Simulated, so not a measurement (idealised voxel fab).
Process module heading - voxel capacitor over wiring
Square cell edge 5 nm, section width 295 nm, ID cut.
This document writes a cross-section as a grid whose cells are square, and gives it as bands, listed from the top down; one or more rows of cells form a band.
In this notation a band is specified by the heights of its top and bottom, in that order and in nm, after which its materials appear from left to right, each paired with its width in nm. The word "all across" attached to a single material means that material fills the band from edge to edge; the word "empty" stands for empty space.
The level at which height equals 0 is the one under which the wafer, as it arrives, is entirely one material. No lower edge exists for the bottom band, which continues downward and is notated as in "0 down".
With a width like "30->40", each row of cells in the band differs from the next by the same amount, the top row carrying the first number and the bottom row the second.
What does "remained the same" mean for a step? It means no cell of the cross-section changed in that step.
Basically, "Closed void listing" tells you about the enclosed voids: empty spaces with no open way to the top, 8 cells or bigger, each written width x height at distance, where distance is from the left edge, all in nm.
Formally, on a step line, whatever follows the settings is a remark that the simulator itself makes on the step.
overlay nm: mask right of planned place by this much (step with mask). Neg. = left.
These are the steps we planned for the process:
1: RECEIVE [material Si]
2: CONFORMAL_DEP [material SiO2] [thk nm 10]
3: CONFORMAL_DEP [material SiCN] [thk nm 5]
4: DIRECTIONAL_DEP [material SiO2] [thk nm 15]
5: DIRECTIONAL_DEP [material aC] [thk nm 10]
6: PATTERN [tone open] [mask id METAL_1] [material resist] [width nm 20] [pitch nm 80] [thk nm 25] [overlay nm 0]
7: DIRECTIONAL_ETCH [etch materials aC] [depth nm 10]
8: STRIP [etch materials resist]
9: DIRECTIONAL_ETCH [etch materials SiO2] [depth nm 15]
10: DIRECTIONAL_ETCH [etch materials SiCN] [depth nm 5]
11: STRIP [etch materials aC]
12: CONFORMAL_DEP [material TiN] [thk nm 5]
13: FILL_DEP [material Cu] [thk nm 10]
14: CMP [height nm 30]
15: CONFORMAL_DEP [material SiCN] [thk nm 5]
16: DIRECTIONAL_DEP [material lowk] [thk nm 15]
17: DIRECTIONAL_DEP [material aC] [thk nm 10]
18: PATTERN [tone open] [mask id PLUG_1] [material resist] [width nm 15] [thk nm 30] [overlay nm 0]
19: DIRECTIONAL_ETCH [etch materials aC] [depth nm 10]
20: STRIP [etch materials resist]
21: DIRECTIONAL_ETCH [etch materials lowk] [depth nm 15]
22: DIRECTIONAL_ETCH [etch materials SiCN] [depth nm 5]
23: STRIP [etch materials aC]
24: CONFORMAL_DEP [material TiN] [thk nm 5]
25: FILL_DEP [material Ru] [thk nm 10]
26: CMP [height nm 50]
27: DIRECTIONAL_DEP [material TiN] [thk nm 5]
28: DIRECTIONAL_DEP [material SiN] [thk nm 5]
29: DIRECTIONAL_DEP [material TiN] [thk nm 10]
30: PATTERN [tone cover] [mask id UPPER_PLATE] [material resist] [width nm 65] [thk nm 15] [overlay nm 0]
31: DIRECTIONAL_ETCH [etch materials TiN] [depth nm 10]
32: DIRECTIONAL_ETCH [etch materials SiN] [depth nm 5]
33: STRIP [etch materials resist]
34: DIRECTIONAL_DEP [material aC] [thk nm 10]
35: PATTERN [tone cover] [mask id LOWER_PLATE] [material resist] [width nm 75] [thk nm 25] [overlay nm 0]
36: DIRECTIONAL_ETCH [etch materials aC] [depth nm 10]
37: STRIP [etch materials resist]
38: DIRECTIONAL_ETCH [etch materials TiN] [depth nm 5]
39: STRIP [etch materials aC]
40: FILL_DEP [material SiO2] [thk nm 20]
41: CMP [height nm 85]
42: PATTERN [tone open] [mask id PLUG_2] [material resist] [width nm 15] [thk nm 15] [overlay nm 0]
43: DIRECTIONAL_ETCH [etch materials SiO2] [depth nm 15]
44: STRIP [etch materials resist]
45: CONFORMAL_DEP [material TiN] [thk nm 5]
46: FILL_DEP [material Ru] [thk nm 5]
47: CMP [height nm 85]
48: CONFORMAL_DEP [material SiN] [thk nm 5]
As received (post step 1): cross-section:
	0 down = Si all across
	Closed void listing: none
First wafer of two, sectioned at end of module; run went per plan:
	90 to 85 = SiN all across
	85 to 75 = 110 of SiO2  5 of TiN  5 of Ru  5 of TiN  170 of SiO2
	75 to 70 = 110 of SiO2  15 of TiN  170 of SiO2
	70 to 60 = 100 of SiO2  65 of TiN  130 of SiO2
	60 to 55 = 100 of SiO2  65 of SiN  130 of SiO2
	55 to 50 = 95 of SiO2  75 of TiN  125 of SiO2
	50 to 35 = 100 of lowk  5 of TiN  5 of Ru  5 of TiN  180 of lowk
	35 to 30 = 100 of SiCN  15 of TiN  180 of SiCN
	30 to 15 = 95 of SiO2  5 of TiN  10 of Cu  5 of TiN  60 of SiO2  5 of TiN  10 of Cu  5 of TiN  100 of SiO2
	15 to 10 = 95 of SiCN  20 of TiN  60 of SiCN  20 of TiN  100 of SiCN
	10 to 0 = SiO2 all across
	0 down = Si all across
	Closed void listing: none
Cross-section at end of module for the second wafer of two, which matched the first in starting point and plan and differed by one mistake in its processing:
	90 to 85 = SiN all across
	85 to 75 = 110 of SiO2  5 of TiN  5 of Ru  5 of TiN  170 of SiO2
	75 to 70 = 110 of SiO2  15 of TiN  170 of SiO2
	70 to 65 = SiO2 all across
	65 to 55 = 100 of SiO2  65 of TiN  130 of SiO2
	55 to 50 = 95 of SiO2  75 of TiN  125 of SiO2
	50 to 35 = 100 of lowk  5 of TiN  5 of Ru  5 of TiN  180 of lowk
	35 to 30 = 100 of SiCN  15 of TiN  180 of SiCN
	30 to 15 = 95 of SiO2  5 of TiN  10 of Cu  5 of TiN  60 of SiO2  5 of TiN  10 of Cu  5 of TiN  100 of SiO2
	15 to 10 = 95 of SiCN  20 of TiN  60 of SiCN  20 of TiN  100 of SiCN
	10 to 0 = SiO2 all across
	0 down = Si all across
	Closed void listing: none
What broke from the plan during processing? the plan's step 28 went unexecuted, having been skipped
The final cell counts differ between the wafers, with the second having more or fewer of some materials than the first: SiN: 13 fewer, SiO2: 13 more
